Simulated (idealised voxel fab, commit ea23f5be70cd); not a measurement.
The name of this process module is voxel self aligned vias.
It is cross-section cut that appears here, measuring 295 nm in width, its square cells being 5 nm in size.
If you're reading a cross-section in this doc, picture square cells in a grid; it comes to you as bands, top ones listed first down to the bottom, and a band can be one or more rows of cells. Top height, bottom height, nm. Materials left to right, width each, nm. Single material + "full width" = fills band edge to edge. "empty" = empty. Zero point of the height axis is 0; under it, received wafer = one material. Lowest band: continues down indefinitely, "0 -> down". When a width is written as two numbers, as in "30..40", the first number is the width in the top row of cells of the band and the second is the width in its bottom row, and the width changes by the same amount from each row to the next. Given "no change occurred" for a step, no cell of the cross-section differs between before and after that step. This entry, "Voids, fully enclosed", enumerates those empty regions of no fewer than 8 cells that possess no open connection to the top. Each region is reported in the form width x height at distance, the distance being taken from the left edge, with all three quantities expressed in nm. Post-settings text on a step line: simulator's own remark regarding the step. overlay nm: how far to the right of its planned place the mask lay on this masked step (negative: to the left).
The following list gives the planned process steps
step 1: RECEIVE | material Si
step 2: CONFORMAL_DEP | material SiO2 | thk nm 15
step 3: CONFORMAL_DEP | material SiCN | thk nm 5
step 4: DIRECTIONAL_DEP | material lowk | thk nm 25
step 5: DIRECTIONAL_DEP | material aC | thk nm 15
step 6: PATTERN | tone open | mask id LINES | material resist | width nm 25 | pitch nm 60 | thk nm 30 | overlay nm 0
step 7: DIRECTIONAL_ETCH | etch materials aC | depth nm 15
step 8: STRIP | etch materials resist
step 9: DIRECTIONAL_ETCH | etch materials lowk | depth nm 25
step 10: STRIP | etch materials aC
step 11: CONFORMAL_DEP | material TiN | thk nm 5
step 12: FILL_DEP | material Ru | thk nm 10
step 13: CMP | height nm 45
step 14: SELECTIVE_ETCH | etch materials W Ru TiN | depth nm 5
step 15: FILL_DEP | material SiN | thk nm 5
step 16: CMP | height nm 45
step 17: DIRECTIONAL_DEP | material lowk | thk nm 15
step 18: PATTERN | tone open | mask id VIAS | material resist | width nm 45 | pitch nm 60 | thk nm 15 | overlay nm 0
step 19: DIRECTIONAL_ETCH | etch materials lowk | depth nm 15
step 20: DIRECTIONAL_ETCH | etch materials SiN | depth nm 5
step 21: STRIP | etch materials resist
step 22: CONFORMAL_DEP | material TiN | thk nm 5
step 23: FILL_DEP | material Ru | thk nm 10
step 24: CMP | height nm 50
step 25: CONFORMAL_DEP | material SiN | thk nm 5
The wafers in this document start out alike and differ in the height nm applied at step 24; the plan shows the value used for the first wafer.
The first of several wafers in cross-section, exactly as it reached us after step 1
0 -> down | Si full width
Voids, fully enclosed: none
For your reference, the table is organized with a row per wafer; each row reflects the wafer at the end of the module, indicating for each material the cells gained (+) or lost (-) since receipt, and thereafter its closed voids
height nm 50; +36 Ru; +59 SiCN; +59 SiN; +177 SiO2; +66 TiN; +252 lowk; Voids, fully enclosed: none
height nm 55; +57 Ru; +59 SiCN; +59 SiN; +177 SiO2; +72 TiN; +284 lowk; Voids, fully enclosed: none
height nm 60; +78 Ru; +59 SiCN; +59 SiN; +177 SiO2; +78 TiN; +316 lowk; Voids, fully enclosed: none
height nm 65; +99 Ru; +59 SiCN; +59 SiN; +177 SiO2; +116 TiN; +316 lowk; Voids, fully enclosed: none
height nm 70; +158 Ru; +59 SiCN; +59 SiN; +177 SiO2; +116 TiN; +316 lowk; Voids, fully enclosed: none
height nm 75; +217 Ru; +59 SiCN; +59 SiN; +177 SiO2; +116 TiN; +316 lowk; Voids, fully enclosed: none
